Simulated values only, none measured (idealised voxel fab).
The document below concerns the process module designated voxel spacer lines.
Cross-section cut: width 290 nm, square cells of 5 nm.
Reading order for cross-sections: top band down to bottom band. Underlying form: a grid of square cells. Band size: one or more rows of cells.
Band: top height; bottom height; in nm. Then, left to right: material with width in nm, for each material. "full width": a single material spanning edge to edge. "blank": empty space.
The level at which height equals 0 is the one under which the wafer, as it arrives, is entirely one material. No lower edge exists for the bottom band, which continues downward and is notated as in "top 0, no bottom".
Read "30 to 40" as a graded width: first number on top, second number at the bottom, same change between each pair of neighbouring rows.
"no modifications" after a step means that no cell of the cross-section changed.
Voids not open to the top, 8 cells minimum: see "Enclosed internal cavities". Written width x height at distance; distance is from the left edge; nm.
Formally, on a step line, whatever follows the settings is a remark that the simulator itself makes on the step.
The "overlay nm" setting may appear on a step's line; for a step that uses a mask, it gives how far to the right of its planned position the mask lay, and a negative value indicates the left.

-- Process steps foreseen in the plan
1,RECEIVE, material Si
2,CONFORMAL_DEP, material Al2O3, thk nm 10
3,DIRECTIONAL_DEP, material W, thk nm 10
4,DIRECTIONAL_DEP, material polySi, thk nm 30
5,PATTERN, tone cover, mask id MANDREL, material resist, width nm 20, pitch nm 60, thk nm 40, overlay nm 0
6,DIRECTIONAL_ETCH, etch materials polySi, depth nm 30
7,STRIP, etch materials resist
8,CONFORMAL_DEP, material SiN, thk nm 10
9,DIRECTIONAL_ETCH, etch materials SiN, depth nm 10
10,STRIP, etch materials polySi
11,DIRECTIONAL_ETCH, etch materials W, depth nm 10
12,STRIP, etch materials SiN

-- The following pertains to the first of two wafers, which was processed as planned

-- Cross-section: wafer on arrival = after step 1
* top 0, no bottom  Si full width
* Enclosed internal cavities: none

-- Cross-section through the wafer, step 2 finished
* top 10, bottom 0  Al2O3 full width
* Lower than 0, everything is as it was.

-- Cross-section through the wafer, step 3 finished
* top 20, bottom 10  W full width
* Lower than 10, everything is as it was.

-- Cross-section through the wafer, step 4 finished
* top 50, bottom 20  polySi full width
* Lower than 20, everything is as it was.

-- Cross-section through the wafer, step 5 finished
* top 90, bottom 50  blank 105 / resist 20 / blank 40 / resist 20 / blank 105
* Lower than 50, everything is as it was.

-- Cross-section through the wafer, step 6 finished
* top 90, bottom 50  blank 105 / resist 20 / blank 40 / resist 20 / blank 105
* top 50, bottom 20  blank 105 / polySi 20 / blank 40 / polySi 20 / blank 105
* Lower than 20, everything is as it was.

-- Cross-section through the wafer, step 7 finished
* top 50, bottom 20  blank 105 / polySi 20 / blank 40 / polySi 20 / blank 105
* Lower than 20, everything is as it was.

-- Cross-section through the wafer, step 8 finished
* top 60, bottom 50  blank 95 / SiN 40 / blank 20 / SiN 40 / blank 95
* top 50, bottom 30  blank 95 / SiN 10 / polySi 20 / SiN 10 / blank 20 / SiN 10 / polySi 20 / SiN 10 / blank 95
* top 30, bottom 20  SiN 105 / polySi 20 / SiN 40 / polySi 20 / SiN 105
* Lower than 20, everything is as it was.

-- Cross-section through the wafer, step 9 finished
* top 50, bottom 20  blank 95 / SiN 10 / polySi 20 / SiN 10 / blank 20 / SiN 10 / polySi 20 / SiN 10 / blank 95
* Lower than 20, everything is as it was.

-- Cross-section through the wafer, step 10 finished
* top 50, bottom 20  blank 95 / SiN 10 / blank 20 / SiN 10 / blank 20 / SiN 10 / blank 20 / SiN 10 / blank 95
* Lower than 20, everything is as it was.

-- Cross-section through the wafer, step 11 finished
* top 50, bottom 20  blank 95 / SiN 10 / blank 20 / SiN 10 / blank 20 / SiN 10 / blank 20 / SiN 10 / blank 95
* top 20, bottom 10  blank 95 / W 10 / blank 20 / W 10 / blank 20 / W 10 / blank 20 / W 10 / blank 95
* Lower than 10, everything is as it was.

-- Cross-section through the wafer, step 12 finished
* top 20, bottom 10  blank 95 / W 10 / blank 20 / W 10 / blank 20 / W 10 / blank 20 / W 10 / blank 95
* Lower than 10, everything is as it was.

-- For the second wafer, take the first wafer's start and plan, then add one mistake made in running it; everything through step 1, that step included, is shared with the first

-- Cross-section, second wafer, at the end time the plan gives for step 2
* top 15, bottom 0  Al2O3 full width
* Lower than 0, everything is as it was.

-- Cross-section, second wafer, at the end time the plan gives for step 3
* top 25, bottom 15  W full width
* Lower than 15, everything is as it was.

-- Cross-section, second wafer, at the end time the plan gives for step 4
* top 55, bottom 25  polySi full width
* Lower than 25, everything is as it was.

-- Cross-section, second wafer, at the end time the plan gives for step 5
* top 95, bottom 55  blank 105 / resist 20 / blank 40 / resist 20 / blank 105
* Lower than 55, everything is as it was.

-- Cross-section, second wafer, at the end time the plan gives for step 6
* top 95, bottom 55  blank 105 / resist 20 / blank 40 / resist 20 / blank 105
* top 55, bottom 25  blank 105 / polySi 20 / blank 40 / polySi 20 / blank 105
* Lower than 25, everything is as it was.

-- Cross-section, second wafer, at the end time the plan gives for step 7
* top 55, bottom 25  blank 105 / polySi 20 / blank 40 / polySi 20 / blank 105
* Lower than 25, everything is as it was.

-- Cross-section, second wafer, at the end time the plan gives for step 8
* top 65, bottom 55  blank 95 / SiN 40 / blank 20 / SiN 40 / blank 95
* top 55, bottom 35  blank 95 / SiN 10 / polySi 20 / SiN 10 / blank 20 / SiN 10 / polySi 20 / SiN 10 / blank 95
* top 35, bottom 25  SiN 105 / polySi 20 / SiN 40 / polySi 20 / SiN 105
* Lower than 25, everything is as it was.

-- Cross-section, second wafer, at the end time the plan gives for step 9
* top 55, bottom 25  blank 95 / SiN 10 / polySi 20 / SiN 10 / blank 20 / SiN 10 / polySi 20 / SiN 10 / blank 95
* Lower than 25, everything is as it was.

-- Cross-section, second wafer, at the end time the plan gives for step 10
* top 55, bottom 25  blank 95 / SiN 10 / blank 20 / SiN 10 / blank 20 / SiN 10 / blank 20 / SiN 10 / blank 95
* Lower than 25, everything is as it was.

-- Cross-section, second wafer, at the end time the plan gives for step 11
* top 55, bottom 25  blank 95 / SiN 10 / blank 20 / SiN 10 / blank 20 / SiN 10 / blank 20 / SiN 10 / blank 95
* top 25, bottom 15  blank 95 / W 10 / blank 20 / W 10 / blank 20 / W 10 / blank 20 / W 10 / blank 95
* Lower than 15, everything is as it was.

-- Cross-section, second wafer, at the end time the plan gives for step 12
* top 25, bottom 15  blank 95 / W 10 / blank 20 / W 10 / blank 20 / W 10 / blank 20 / W 10 / blank 95
* Lower than 15, everything is as it was.
The mistake made against the process plan was this: step 2 deviated from plan and actually ran as CONFORMAL_DEP, material Al2O3, thk nm 15
The final cell counts differ between the wafers, with the second having more or fewer of some materials than the first: Al2O3: 58 more
